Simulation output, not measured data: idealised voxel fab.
Process module, titled voxel capacitor over wiring
cross-section cut | 275 nm wide | cells 5 nm
Cross-section spec: square-cell grid; bands listed top down; each band is one or more rows. The entry gives the band's vertical extent as a top height and a bottom height in nm, then its horizontal make-up as materials from left to right, each with a width in nm. "blank" stands for empty space; a single material marked "full width" fills the band edge to edge. Heads up on the height convention: 0 is the point under which the incoming wafer is all one material, and the lowest band has no bottom, it just keeps going down, like "0 nm and below". It should be noted that a width expressed as "30->40" varies in equal increments from row to row of cells within the band, taking the value of the first number at the top row and that of the second number at the bottom row. What does "nothing changed" mean for a step? It means no cell of the cross-section changed in that step. Entry "Sealed internal cavities". Content: empty spaces with no open connection to the top, size 8 cells or greater. Each: width x height at distance. Distance: from left edge. Unit: nm. If you see something after the settings on a step's line, that's the simulator's own remark about that step. overlay nm: for a step with a mask, the amount by which the mask lay right of where it was planned; a negative amount means left of it.

Intended process steps
1: RECEIVE | material Si
2: CONFORMAL_DEP | material SiO2 | thk nm 15
3: CONFORMAL_DEP | material SiCN | thk nm 5
4: DIRECTIONAL_DEP | material lowk | thk nm 25
5: PATTERN | tone open | mask id METAL_1 | material resist | width nm 20 | pitch nm 80 | thk nm 15 | overlay nm 0
6: DIRECTIONAL_ETCH | etch materials lowk | depth nm 25
7: DIRECTIONAL_ETCH | etch materials SiCN | depth nm 5
8: STRIP | etch materials resist
9: CONFORMAL_DEP | material TiN | thk nm 5
10: FILL_DEP | material W | thk nm 10
11: CMP | height nm 45
12: EPI | material Ru | thk nm 5
13: FILL_DEP | material SiCN | thk nm 5
14: DIRECTIONAL_DEP | material SiO2 | thk nm 10
15: PATTERN | tone open | mask id PLUG_1 | material resist | width nm 15 | thk nm 15 | overlay nm 0
16: DIRECTIONAL_ETCH | etch materials SiO2 | depth nm 10
17: DIRECTIONAL_ETCH | etch materials SiCN | depth nm 5
18: STRIP | etch materials resist
19: CONFORMAL_DEP | material TiN | thk nm 5
20: FILL_DEP | material W | thk nm 5
21: CMP | height nm 65
22: DIRECTIONAL_DEP | material TiN | thk nm 5
23: DIRECTIONAL_DEP | material SiN | thk nm 5
24: DIRECTIONAL_DEP | material TiN | thk nm 10
25: DIRECTIONAL_DEP | material aC | thk nm 15
26: PATTERN | tone cover | mask id UPPER_PLATE | material resist | width nm 65 | thk nm 30 | overlay nm 0
27: DIRECTIONAL_ETCH | etch materials aC | depth nm 15
28: STRIP | etch materials resist
29: DIRECTIONAL_ETCH | etch materials TiN | depth nm 10
30: DIRECTIONAL_ETCH | etch materials SiN | depth nm 5
31: STRIP | etch materials aC
32: PATTERN | tone cover | mask id LOWER_PLATE | material resist | width nm 75 | thk nm 15 | overlay nm 0
33: DIRECTIONAL_ETCH | etch materials TiN | depth nm 5
34: STRIP | etch materials resist
35: FILL_DEP | material SiO2 | thk nm 15
36: CMP | height nm 95
37: MASKED_ETCH | tone open | mask id PLUG_2 | width nm 15 | etch materials SiO2 | depth nm 10 | overlay nm 0
38: CONFORMAL_DEP | material TiN | thk nm 5
39: FILL_DEP | material Ru | thk nm 5
40: CMP | height nm 95
41: CONFORMAL_DEP | material SiN | thk nm 5

First of two wafers - as planned

So this is the incoming wafer in cross-section - it's already been through step 1
	0 nm and below: Si full width
	Sealed internal cavities: none

Once step 2 is through, the wafer looks like this in cross-section
	15 nm to 0 nm: SiO2 full width
	Whatever lies below 0 is exactly as it was before.

Once step 3 is through, the wafer looks like this in cross-section
	20 nm to 15 nm: SiCN full width
	Whatever lies below 15 is exactly as it was before.

Once step 4 is through, the wafer looks like this in cross-section
	45 nm to 20 nm: lowk full width
	Whatever lies below 20 is exactly as it was before.

Once step 5 is through, the wafer looks like this in cross-section
	60 nm to 45 nm: 85 of resist, 20 of blank, 60 of resist, 20 of blank, 90 of resist
	Whatever lies below 45 is exactly as it was before.

Once step 6 is through, the wafer looks like this in cross-section
	60 nm to 45 nm: 85 of resist, 20 of blank, 60 of resist, 20 of blank, 90 of resist
	45 nm to 20 nm: 85 of lowk, 20 of blank, 60 of lowk, 20 of blank, 90 of lowk
	Whatever lies below 20 is exactly as it was before.

Once step 7 is through, the wafer looks like this in cross-section
	60 nm to 45 nm: 85 of resist, 20 of blank, 60 of resist, 20 of blank, 90 of resist
	45 nm to 20 nm: 85 of lowk, 20 of blank, 60 of lowk, 20 of blank, 90 of lowk
	20 nm to 15 nm: 85 of SiCN, 20 of blank, 60 of SiCN, 20 of blank, 90 of SiCN
	Whatever lies below 15 is exactly as it was before.

Once step 8 is through, the wafer looks like this in cross-section
	45 nm to 20 nm: 85 of lowk, 20 of blank, 60 of lowk, 20 of blank, 90 of lowk
	Whatever lies below 20 is exactly as it was before.

Once step 9 is through, the wafer looks like this in cross-section
	50 nm to 45 nm: 90 of TiN, 10 of blank, 70 of TiN, 10 of blank, 95 of TiN
	45 nm to 20 nm: 85 of lowk, 5 of TiN, 10 of blank, 5 of TiN, 60 of lowk, 5 of TiN, 10 of blank, 5 of TiN, 90 of lowk
	20 nm to 15 nm: 85 of SiCN, 20 of TiN, 60 of SiCN, 20 of TiN, 90 of SiCN
	Whatever lies below 15 is exactly as it was before.

Once step 10 is through, the wafer looks like this in cross-section
	60 nm to 50 nm: W full width
	50 nm to 45 nm: 90 of TiN, 10 of W, 70 of TiN, 10 of W, 95 of TiN
	45 nm to 20 nm: 85 of lowk, 5 of TiN, 10 of W, 5 of TiN, 60 of lowk, 5 of TiN, 10 of W, 5 of TiN, 90 of lowk
	Whatever lies below 20 is exactly as it was before.

Once step 11 is through, the wafer looks like this in cross-section
	45 nm to 20 nm: 85 of lowk, 5 of TiN, 10 of W, 5 of TiN, 60 of lowk, 5 of TiN, 10 of W, 5 of TiN, 90 of lowk
	Whatever lies below 20 is exactly as it was before.

Once step 12 is through, the wafer looks like this in cross-section
	50 nm to 45 nm: 80 of blank, 30 of Ru, 50 of blank, 30 of Ru, 85 of blank
	Whatever lies below 45 is exactly as it was before.

Once step 13 is through, the wafer looks like this in cross-section
	55 nm to 50 nm: SiCN full width
	50 nm to 45 nm: 80 of SiCN, 30 of Ru, 50 of SiCN, 30 of Ru, 85 of SiCN
	Whatever lies below 45 is exactly as it was before.

Once step 14 is through, the wafer looks like this in cross-section
	65 nm to 55 nm: SiO2 full width
	Whatever lies below 55 is exactly as it was before.

Once step 15 is through, the wafer looks like this in cross-section
	80 nm to 65 nm: 90 of resist, 15 of blank, 170 of resist
	Whatever lies below 65 is exactly as it was before.

Once step 16 is through, the wafer looks like this in cross-section
	80 nm to 65 nm: 90 of resist, 15 of blank, 170 of resist
	65 nm to 55 nm: 90 of SiO2, 15 of blank, 170 of SiO2
	Whatever lies below 55 is exactly as it was before.

Once step 17 is through, the wafer looks like this in cross-section
	80 nm to 65 nm: 90 of resist, 15 of blank, 170 of resist
	65 nm to 55 nm: 90 of SiO2, 15 of blank, 170 of SiO2
	55 nm to 50 nm: 90 of SiCN, 15 of blank, 170 of SiCN
	Whatever lies below 50 is exactly as it was before.

Once step 18 is through, the wafer looks like this in cross-section
	65 nm to 55 nm: 90 of SiO2, 15 of blank, 170 of SiO2
	Whatever lies below 55 is exactly as it was before.

Once step 19 is through, the wafer looks like this in cross-section
	70 nm to 65 nm: 95 of TiN, 5 of blank, 175 of TiN
	65 nm to 55 nm: 90 of SiO2, 5 of TiN, 5 of blank, 5 of TiN, 170 of SiO2
	55 nm to 50 nm: 90 of SiCN, 15 of TiN, 170 of SiCN
	Whatever lies below 50 is exactly as it was before.

Once step 20 is through, the wafer looks like this in cross-section
	75 nm to 70 nm: W full width
	70 nm to 65 nm: 95 of TiN, 5 of W, 175 of TiN
	65 nm to 55 nm: 90 of SiO2, 5 of TiN, 5 of W, 5 of TiN, 170 of SiO2
	Whatever lies below 55 is exactly as it was before.

Once step 21 is through, the wafer looks like this in cross-section
	65 nm to 55 nm: 90 of SiO2, 5 of TiN, 5 of W, 5 of TiN, 170 of SiO2
	Whatever lies below 55 is exactly as it was before.

Once step 22 is through, the wafer looks like this in cross-section
	70 nm to 65 nm: TiN full width
	Whatever lies below 65 is exactly as it was before.

Once step 23 is through, the wafer looks like this in cross-section
	75 nm to 70 nm: SiN full width
	Whatever lies below 70 is exactly as it was before.

Once step 24 is through, the wafer looks like this in cross-section
	85 nm to 75 nm: TiN full width
	Whatever lies below 75 is exactly as it was before.

Once step 25 is through, the wafer looks like this in cross-section
	100 nm to 85 nm: aC full width
	Whatever lies below 85 is exactly as it was before.

Once step 26 is through, the wafer looks like this in cross-section
	130 nm to 100 nm: 90 of blank, 65 of resist, 120 of blank
	Whatever lies below 100 is exactly as it was before.

Once step 27 is through, the wafer looks like this in cross-section
	115 nm to 100 nm: 90 of blank, 65 of resist, 120 of blank
	100 nm to 85 nm: 90 of blank, 65 of aC, 120 of blank
	Whatever lies below 85 is exactly as it was before.

Once step 28 is through, the wafer looks like this in cross-section
	100 nm to 85 nm: 90 of blank, 65 of aC, 120 of blank
	Whatever lies below 85 is exactly as it was before.

Once step 29 is through, the wafer looks like this in cross-section
	100 nm to 85 nm: 90 of blank, 65 of aC, 120 of blank
	85 nm to 75 nm: 90 of blank, 65 of TiN, 120 of blank
	Whatever lies below 75 is exactly as it was before.

Once step 30 is through, the wafer looks like this in cross-section
	100 nm to 85 nm: 90 of blank, 65 of aC, 120 of blank
	85 nm to 75 nm: 90 of blank, 65 of TiN, 120 of blank
	75 nm to 70 nm: 90 of blank, 65 of SiN, 120 of blank
	Whatever lies below 70 is exactly as it was before.

Once step 31 is through, the wafer looks like this in cross-section
	85 nm to 75 nm: 90 of blank, 65 of TiN, 120 of blank
	Whatever lies below 75 is exactly as it was before.

Once step 32 is through, the wafer looks like this in cross-section
	100 nm to 85 nm: 85 of blank, 75 of resist, 115 of blank
	85 nm to 75 nm: 85 of blank, 5 of resist, 65 of TiN, 5 of resist, 115 of blank
	75 nm to 70 nm: 85 of blank, 5 of resist, 65 of SiN, 5 of resist, 115 of blank
	Whatever lies below 70 is exactly as it was before.

Once step 33 is through, the wafer looks like this in cross-section
	100 nm to 85 nm: 85 of blank, 75 of resist, 115 of blank
	85 nm to 75 nm: 85 of blank, 5 of resist, 65 of TiN, 5 of resist, 115 of blank
	75 nm to 70 nm: 85 of blank, 5 of resist, 65 of SiN, 5 of resist, 115 of blank
	70 nm to 65 nm: 85 of blank, 75 of TiN, 115 of blank
	Whatever lies below 65 is exactly as it was before.

Once step 34 is through, the wafer looks like this in cross-section
	85 nm to 75 nm: 90 of blank, 65 of TiN, 120 of blank
	75 nm to 70 nm: 90 of blank, 65 of SiN, 120 of blank
	Whatever lies below 70 is exactly as it was before.

Once step 35 is through, the wafer looks like this in cross-section
	100 nm to 85 nm: SiO2 full width
	85 nm to 75 nm: 90 of SiO2, 65 of TiN, 120 of SiO2
	75 nm to 70 nm: 90 of SiO2, 65 of SiN, 120 of SiO2
	70 nm to 65 nm: 85 of SiO2, 75 of TiN, 115 of SiO2
	Whatever lies below 65 is exactly as it was before.

Once step 36 is through, the wafer looks like this in cross-section
	95 nm to 85 nm: SiO2 full width
	Whatever lies below 85 is exactly as it was before.

Once step 37 is through, the wafer looks like this in cross-section
	95 nm to 85 nm: 100 of SiO2, 15 of blank, 160 of SiO2
	Whatever lies below 85 is exactly as it was before.

Once step 38 is through, the wafer looks like this in cross-section
	100 nm to 95 nm: 105 of TiN, 5 of blank, 165 of TiN
	95 nm to 90 nm: 100 of SiO2, 5 of TiN, 5 of blank, 5 of TiN, 160 of SiO2
	90 nm to 85 nm: 100 of SiO2, 15 of TiN, 160 of SiO2
	Whatever lies below 85 is exactly as it was before.

Once step 39 is through, the wafer looks like this in cross-section
	105 nm to 100 nm: Ru full width
	100 nm to 95 nm: 105 of TiN, 5 of Ru, 165 of TiN
	95 nm to 90 nm: 100 of SiO2, 5 of TiN, 5 of Ru, 5 of TiN, 160 of SiO2
	Whatever lies below 90 is exactly as it was before.

Once step 40 is through, the wafer looks like this in cross-section
	95 nm to 90 nm: 100 of SiO2, 5 of TiN, 5 of Ru, 5 of TiN, 160 of SiO2
	Whatever lies below 90 is exactly as it was before.

Once step 41 is through, the wafer looks like this in cross-section
	100 nm to 95 nm: SiN full width
	Whatever lies below 95 is exactly as it was before.

The remaining wafer, second of the two, started like the first and was run to the same plan, except that one mistake was made along the way; the two coincide through step 2, inclusive

Second wafer, section view, time point: scheduled end of step 3
	20 nm to 15 nm: Ru full width
	Whatever lies below 15 is exactly as it was before.

Second wafer, section view, time point: scheduled end of step 4
	45 nm to 20 nm: lowk full width
	Whatever lies below 20 is exactly as it was before.

Second wafer, section view, time point: scheduled end of step 5
	60 nm to 45 nm: 85 of resist, 20 of blank, 60 of resist, 20 of blank, 90 of resist
	Whatever lies below 45 is exactly as it was before.

Second wafer, section view, time point: scheduled end of step 6
	60 nm to 45 nm: 85 of resist, 20 of blank, 60 of resist, 20 of blank, 90 of resist
	45 nm to 20 nm: 85 of lowk, 20 of blank, 60 of lowk, 20 of blank, 90 of lowk
	Whatever lies below 20 is exactly as it was before.

Second wafer, section view, time point: scheduled end of step 7: nothing changed

Second wafer, section view, time point: scheduled end of step 8
	45 nm to 20 nm: 85 of lowk, 20 of blank, 60 of lowk, 20 of blank, 90 of lowk
	Whatever lies below 20 is exactly as it was before.

Second wafer, section view, time point: scheduled end of step 9
	50 nm to 45 nm: 90 of TiN, 10 of blank, 70 of TiN, 10 of blank, 95 of TiN
	45 nm to 25 nm: 85 of lowk, 5 of TiN, 10 of blank, 5 of TiN, 60 of lowk, 5 of TiN, 10 of blank, 5 of TiN, 90 of lowk
	25 nm to 20 nm: 85 of lowk, 20 of TiN, 60 of lowk, 20 of TiN, 90 of lowk
	Whatever lies below 20 is exactly as it was before.

Second wafer, section view, time point: scheduled end of step 10
	60 nm to 50 nm: W full width
	50 nm to 45 nm: 90 of TiN, 10 of W, 70 of TiN, 10 of W, 95 of TiN
	45 nm to 25 nm: 85 of lowk, 5 of TiN, 10 of W, 5 of TiN, 60 of lowk, 5 of TiN, 10 of W, 5 of TiN, 90 of lowk
	Whatever lies below 25 is exactly as it was before.

Second wafer, section view, time point: scheduled end of step 11
	45 nm to 25 nm: 85 of lowk, 5 of TiN, 10 of W, 5 of TiN, 60 of lowk, 5 of TiN, 10 of W, 5 of TiN, 90 of lowk
	Whatever lies below 25 is exactly as it was before.

Second wafer, section view, time point: scheduled end of step 12
	50 nm to 45 nm: 80 of blank, 30 of Ru, 50 of blank, 30 of Ru, 85 of blank
	Whatever lies below 45 is exactly as it was before.

Second wafer, section view, time point: scheduled end of step 13
	55 nm to 50 nm: SiCN full width
	50 nm to 45 nm: 80 of SiCN, 30 of Ru, 50 of SiCN, 30 of Ru, 85 of SiCN
	Whatever lies below 45 is exactly as it was before.

Second wafer, section view, time point: scheduled end of step 14
	65 nm to 55 nm: SiO2 full width
	Whatever lies below 55 is exactly as it was before.

Second wafer, section view, time point: scheduled end of step 15
	80 nm to 65 nm: 90 of resist, 15 of blank, 170 of resist
	Whatever lies below 65 is exactly as it was before.

Second wafer, section view, time point: scheduled end of step 16
	80 nm to 65 nm: 90 of resist, 15 of blank, 170 of resist
	65 nm to 55 nm: 90 of SiO2, 15 of blank, 170 of SiO2
	Whatever lies below 55 is exactly as it was before.

Second wafer, section view, time point: scheduled end of step 17
	80 nm to 65 nm: 90 of resist, 15 of blank, 170 of resist
	65 nm to 55 nm: 90 of SiO2, 15 of blank, 170 of SiO2
	55 nm to 50 nm: 90 of SiCN, 15 of blank, 170 of SiCN
	Whatever lies below 50 is exactly as it was before.

Second wafer, section view, time point: scheduled end of step 18
	65 nm to 55 nm: 90 of SiO2, 15 of blank, 170 of SiO2
	Whatever lies below 55 is exactly as it was before.

Second wafer, section view, time point: scheduled end of step 19
	70 nm to 65 nm: 95 of TiN, 5 of blank, 175 of TiN
	65 nm to 55 nm: 90 of SiO2, 5 of TiN, 5 of blank, 5 of TiN, 170 of SiO2
	55 nm to 50 nm: 90 of SiCN, 15 of TiN, 170 of SiCN
	Whatever lies below 50 is exactly as it was before.

Second wafer, section view, time point: scheduled end of step 20
	75 nm to 70 nm: W full width
	70 nm to 65 nm: 95 of TiN, 5 of W, 175 of TiN
	65 nm to 55 nm: 90 of SiO2, 5 of TiN, 5 of W, 5 of TiN, 170 of SiO2
	Whatever lies below 55 is exactly as it was before.

Second wafer, section view, time point: scheduled end of step 21
	65 nm to 55 nm: 90 of SiO2, 5 of TiN, 5 of W, 5 of TiN, 170 of SiO2
	Whatever lies below 55 is exactly as it was before.

Second wafer, section view, time point: scheduled end of step 22
	70 nm to 65 nm: TiN full width
	Whatever lies below 65 is exactly as it was before.

Second wafer, section view, time point: scheduled end of step 23
	75 nm to 70 nm: SiN full width
	Whatever lies below 70 is exactly as it was before.

Second wafer, section view, time point: scheduled end of step 24
	85 nm to 75 nm: TiN full width
	Whatever lies below 75 is exactly as it was before.

Second wafer, section view, time point: scheduled end of step 25
	100 nm to 85 nm: aC full width
	Whatever lies below 85 is exactly as it was before.

Second wafer, section view, time point: scheduled end of step 26
	130 nm to 100 nm: 90 of blank, 65 of resist, 120 of blank
	Whatever lies below 100 is exactly as it was before.

Second wafer, section view, time point: scheduled end of step 27
	115 nm to 100 nm: 90 of blank, 65 of resist, 120 of blank
	100 nm to 85 nm: 90 of blank, 65 of aC, 120 of blank
	Whatever lies below 85 is exactly as it was before.

Second wafer, section view, time point: scheduled end of step 28
	100 nm to 85 nm: 90 of blank, 65 of aC, 120 of blank
	Whatever lies below 85 is exactly as it was before.

Second wafer, section view, time point: scheduled end of step 29
	100 nm to 85 nm: 90 of blank, 65 of aC, 120 of blank
	85 nm to 75 nm: 90 of blank, 65 of TiN, 120 of blank
	Whatever lies below 75 is exactly as it was before.

Second wafer, section view, time point: scheduled end of step 30
	100 nm to 85 nm: 90 of blank, 65 of aC, 120 of blank
	85 nm to 75 nm: 90 of blank, 65 of TiN, 120 of blank
	75 nm to 70 nm: 90 of blank, 65 of SiN, 120 of blank
	Whatever lies below 70 is exactly as it was before.

Second wafer, section view, time point: scheduled end of step 31
	85 nm to 75 nm: 90 of blank, 65 of TiN, 120 of blank
	Whatever lies below 75 is exactly as it was before.

Second wafer, section view, time point: scheduled end of step 32
	100 nm to 85 nm: 85 of blank, 75 of resist, 115 of blank
	85 nm to 75 nm: 85 of blank, 5 of resist, 65 of TiN, 5 of resist, 115 of blank
	75 nm to 70 nm: 85 of blank, 5 of resist, 65 of SiN, 5 of resist, 115 of blank
	Whatever lies below 70 is exactly as it was before.

Second wafer, section view, time point: scheduled end of step 33
	100 nm to 85 nm: 85 of blank, 75 of resist, 115 of blank
	85 nm to 75 nm: 85 of blank, 5 of resist, 65 of TiN, 5 of resist, 115 of blank
	75 nm to 70 nm: 85 of blank, 5 of resist, 65 of SiN, 5 of resist, 115 of blank
	70 nm to 65 nm: 85 of blank, 75 of TiN, 115 of blank
	Whatever lies below 65 is exactly as it was before.

Second wafer, section view, time point: scheduled end of step 34
	85 nm to 75 nm: 90 of blank, 65 of TiN, 120 of blank
	75 nm to 70 nm: 90 of blank, 65 of SiN, 120 of blank
	Whatever lies below 70 is exactly as it was before.

Second wafer, section view, time point: scheduled end of step 35
	100 nm to 85 nm: SiO2 full width
	85 nm to 75 nm: 90 of SiO2, 65 of TiN, 120 of SiO2
	75 nm to 70 nm: 90 of SiO2, 65 of SiN, 120 of SiO2
	70 nm to 65 nm: 85 of SiO2, 75 of TiN, 115 of SiO2
	Whatever lies below 65 is exactly as it was before.

Second wafer, section view, time point: scheduled end of step 36
	95 nm to 85 nm: SiO2 full width
	Whatever lies below 85 is exactly as it was before.

Second wafer, section view, time point: scheduled end of step 37
	95 nm to 85 nm: 100 of SiO2, 15 of blank, 160 of SiO2
	Whatever lies below 85 is exactly as it was before.

Second wafer, section view, time point: scheduled end of step 38
	100 nm to 95 nm: 105 of TiN, 5 of blank, 165 of TiN
	95 nm to 90 nm: 100 of SiO2, 5 of TiN, 5 of blank, 5 of TiN, 160 of SiO2
	90 nm to 85 nm: 100 of SiO2, 15 of TiN, 160 of SiO2
	Whatever lies below 85 is exactly as it was before.

Second wafer, section view, time point: scheduled end of step 39
	105 nm to 100 nm: Ru full width
	100 nm to 95 nm: 105 of TiN, 5 of Ru, 165 of TiN
	95 nm to 90 nm: 100 of SiO2, 5 of TiN, 5 of Ru, 5 of TiN, 160 of SiO2
	Whatever lies below 90 is exactly as it was before.

Second wafer, section view, time point: scheduled end of step 40
	95 nm to 90 nm: 100 of SiO2, 5 of TiN, 5 of Ru, 5 of TiN, 160 of SiO2
	Whatever lies below 90 is exactly as it was before.

Second wafer, section view, time point: scheduled end of step 41
	100 nm to 95 nm: SiN full width
	Whatever lies below 95 is exactly as it was before.
The mistake made against the process plan was this: step 3 went in with a setting other than planned; the actual run was CONFORMAL_DEP | material Ru | thk nm 5
End check, counted in cells, second wafer has more or fewer of these materials than the first: Ru: 55 more | SiCN: 47 fewer | TiN: 4 fewer | W: 4 fewer
